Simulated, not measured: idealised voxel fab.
The process module presented herein is designated voxel fin reveal.
For reference, the cross-section in this document is cut, with width 285 nm and square cells of 5 nm.
Cross-section = grid of square cells, listed top down in bands; band = one or more rows. For a band, the entry starts with two heights in nm, that of the top and then that of the bottom, and carries on with the band's materials in order from left to right, each alongside its width in nm; the word "edge to edge" beside a single material means it fills the band edge to edge, and "air" means empty space. A quick word on heights: they are counted from 0, and under that level the wafer as it came to us is one material throughout. The lowest band is different from the rest in having no bottom; it simply continues downward, written as in "z 0 and below". Width spec "30 to 40" -> top row of cells at first value, bottom row at second value, equal per-row change in between. "no modification" -> step changed no cross-section cell. The list in "Internal closed voids" covers empty spaces of 8 cells or more that cannot reach the top through any open way, and it gives each as width x height at distance; the distance is from the left edge, and width, height and distance are in nm. The remark found on a step's line after its settings is issued by the simulator itself and pertains to that step. The "overlay nm" setting may appear on a step's line; for a step that uses a mask, it gives how far to the right of its planned position the mask lay, and a negative value indicates the left.

List of planned process steps
| 1 | RECEIVE [material Si] |
| 2 | CONFORMAL_DEP [material SiN] [thk nm 10] |
| 3 | DIRECTIONAL_DEP [material aC] [thk nm 15] |
| 4 | PATTERN [tone cover] [mask id FINS] [material resist] [width nm 15] [pitch nm 45] [thk nm 35] [overlay nm 0] |
| 5 | DIRECTIONAL_ETCH [etch materials aC] [depth nm 15] |
| 6 | STRIP [etch materials resist] |
| 7 | DIRECTIONAL_ETCH [etch materials SiN] [depth nm 10] |
| 8 | DIRECTIONAL_ETCH [etch materials Si] [depth nm 35] |
| 9 | STRIP [etch materials aC] |
| 10 | FILL_DEP [material SiO2] [thk nm 10] |
| 11 | CMP [height nm 10] |
| 12 | SELECTIVE_ETCH [etch materials SiO2] [depth nm 35] |
| 13 | STRIP [etch materials SiN] |
| 14 | CONFORMAL_DEP [material HfO2] [thk nm 5] |

The first of the two wafers, which ran as planned

The cross-section here shows the wafer as received, i.e. in its state after step 1
    z 0 and below  Si edge to edge
    Internal closed voids: none

Sectional view: wafer, after step 2
    z 10 to 0  SiN edge to edge
    Everything under 0 stays put, no change at all.

Sectional view: wafer, after step 3
    z 25 to 10  aC edge to edge
    Everything under 10 stays put, no change at all.

Sectional view: wafer, after step 4
    z 60 to 25  air 90  resist 15  air 30  resist 15  air 30  resist 15  air 90
    Everything under 25 stays put, no change at all.

Sectional view: wafer, after step 5
    z 45 to 25  air 90  resist 15  air 30  resist 15  air 30  resist 15  air 90
    z 25 to 10  air 90  aC 15  air 30  aC 15  air 30  aC 15  air 90
    Everything under 10 stays put, no change at all.

Sectional view: wafer, after step 6
    z 25 to 10  air 90  aC 15  air 30  aC 15  air 30  aC 15  air 90
    Everything under 10 stays put, no change at all.

Sectional view: wafer, after step 7
    z 25 to 10  air 90  aC 15  air 30  aC 15  air 30  aC 15  air 90
    z 10 to 0  air 90  SiN 15  air 30  SiN 15  air 30  SiN 15  air 90
    Everything under 0 stays put, no change at all.

Sectional view: wafer, after step 8
    z 25 to 10  air 90  aC 15  air 30  aC 15  air 30  aC 15  air 90
    z 10 to 0  air 90  SiN 15  air 30  SiN 15  air 30  SiN 15  air 90
    z 0 to -35  air 90  Si 15  air 30  Si 15  air 30  Si 15  air 90
    Everything under -35 stays put, no change at all.

Sectional view: wafer, after step 9
    z 10 to 0  air 90  SiN 15  air 30  SiN 15  air 30  SiN 15  air 90
    Everything under 0 stays put, no change at all.

Sectional view: wafer, after step 10
    z 20 to 10  SiO2 edge to edge
    z 10 to 0  SiO2 90  SiN 15  SiO2 30  SiN 15  SiO2 30  SiN 15  SiO2 90
    z 0 to -35  SiO2 90  Si 15  SiO2 30  Si 15  SiO2 30  Si 15  SiO2 90
    Everything under -35 stays put, no change at all.

Sectional view: wafer, after step 11
    z 10 to 0  SiO2 90  SiN 15  SiO2 30  SiN 15  SiO2 30  SiN 15  SiO2 90
    Everything under 0 stays put, no change at all.

Sectional view: wafer, after step 12
    z 10 to 0  air 90  SiN 15  air 30  SiN 15  air 30  SiN 15  air 90
    z 0 to -25  air 90  Si 15  air 30  Si 15  air 30  Si 15  air 90
    Everything under -25 stays put, no change at all.

Sectional view: wafer, after step 13
    z 0 to -25  air 90  Si 15  air 30  Si 15  air 30  Si 15  air 90
    Everything under -25 stays put, no change at all.

Sectional view: wafer, after step 14
    z 5 to 0  air 85  HfO2 25  air 20  HfO2 25  air 20  HfO2 25  air 85
    z 0 to -20  air 85  HfO2 5  Si 15  HfO2 5  air 20  HfO2 5  Si 15  HfO2 5  air 20  HfO2 5  Si 15  HfO2 5  air 85
    z -20 to -25  HfO2 90  Si 15  HfO2 30  Si 15  HfO2 30  Si 15  HfO2 90
    Everything under -25 stays put, no change at all.

The second wafer: identical to the first at the outset and in its planned sequence, differing only in that one mistake was made during processing; up to and including step 3, its path is the first wafer's path

The second wafer cut through, at the time step 4 was supposed to be finished
    z 60 to 25  air 100  resist 15  air 30  resist 15  air 30  resist 15  air 80
    Everything under 25 stays put, no change at all.

The second wafer cut through, at the time step 5 was supposed to be finished
    z 45 to 25  air 100  resist 15  air 30  resist 15  air 30  resist 15  air 80
    z 25 to 10  air 100  aC 15  air 30  aC 15  air 30  aC 15  air 80
    Everything under 10 stays put, no change at all.

The second wafer cut through, at the time step 6 was supposed to be finished
    z 25 to 10  air 100  aC 15  air 30  aC 15  air 30  aC 15  air 80
    Everything under 10 stays put, no change at all.

The second wafer cut through, at the time step 7 was supposed to be finished
    z 25 to 10  air 100  aC 15  air 30  aC 15  air 30  aC 15  air 80
    z 10 to 0  air 100  SiN 15  air 30  SiN 15  air 30  SiN 15  air 80
    Everything under 0 stays put, no change at all.

The second wafer cut through, at the time step 8 was supposed to be finished
    z 25 to 10  air 100  aC 15  air 30  aC 15  air 30  aC 15  air 80
    z 10 to 0  air 100  SiN 15  air 30  SiN 15  air 30  SiN 15  air 80
    z 0 to -35  air 100  Si 15  air 30  Si 15  air 30  Si 15  air 80
    Everything under -35 stays put, no change at all.

The second wafer cut through, at the time step 9 was supposed to be finished
    z 10 to 0  air 100  SiN 15  air 30  SiN 15  air 30  SiN 15  air 80
    Everything under 0 stays put, no change at all.

The second wafer cut through, at the time step 10 was supposed to be finished
    z 20 to 10  SiO2 edge to edge
    z 10 to 0  SiO2 100  SiN 15  SiO2 30  SiN 15  SiO2 30  SiN 15  SiO2 80
    z 0 to -35  SiO2 100  Si 15  SiO2 30  Si 15  SiO2 30  Si 15  SiO2 80
    Everything under -35 stays put, no change at all.

The second wafer cut through, at the time step 11 was supposed to be finished
    z 10 to 0  SiO2 100  SiN 15  SiO2 30  SiN 15  SiO2 30  SiN 15  SiO2 80
    Everything under 0 stays put, no change at all.

The second wafer cut through, at the time step 12 was supposed to be finished
    z 10 to 0  air 100  SiN 15  air 30  SiN 15  air 30  SiN 15  air 80
    z 0 to -25  air 100  Si 15  air 30  Si 15  air 30  Si 15  air 80
    Everything under -25 stays put, no change at all.

The second wafer cut through, at the time step 13 was supposed to be finished
    z 0 to -25  air 100  Si 15  air 30  Si 15  air 30  Si 15  air 80
    Everything under -25 stays put, no change at all.

The second wafer cut through, at the time step 14 was supposed to be finished
    z 5 to 0  air 95  HfO2 25  air 20  HfO2 25  air 20  HfO2 25  air 75
    z 0 to -20  air 95  HfO2 5  Si 15  HfO2 5  air 20  HfO2 5  Si 15  HfO2 5  air 20  HfO2 5  Si 15  HfO2 5  air 75
    z -20 to -25  HfO2 100  Si 15  HfO2 30  Si 15  HfO2 30  Si 15  HfO2 80
    Everything under -25 stays put, no change at all.
The mistake made against the process plan was this: in deviation from the planned setting, step 4 was conducted as PATTERN [tone cover] [mask id FINS] [material resist] [width nm 15] [pitch nm 45] [thk nm 35] [overlay nm 10]
Cell counts per material: same on both final wafers. Positions: different.
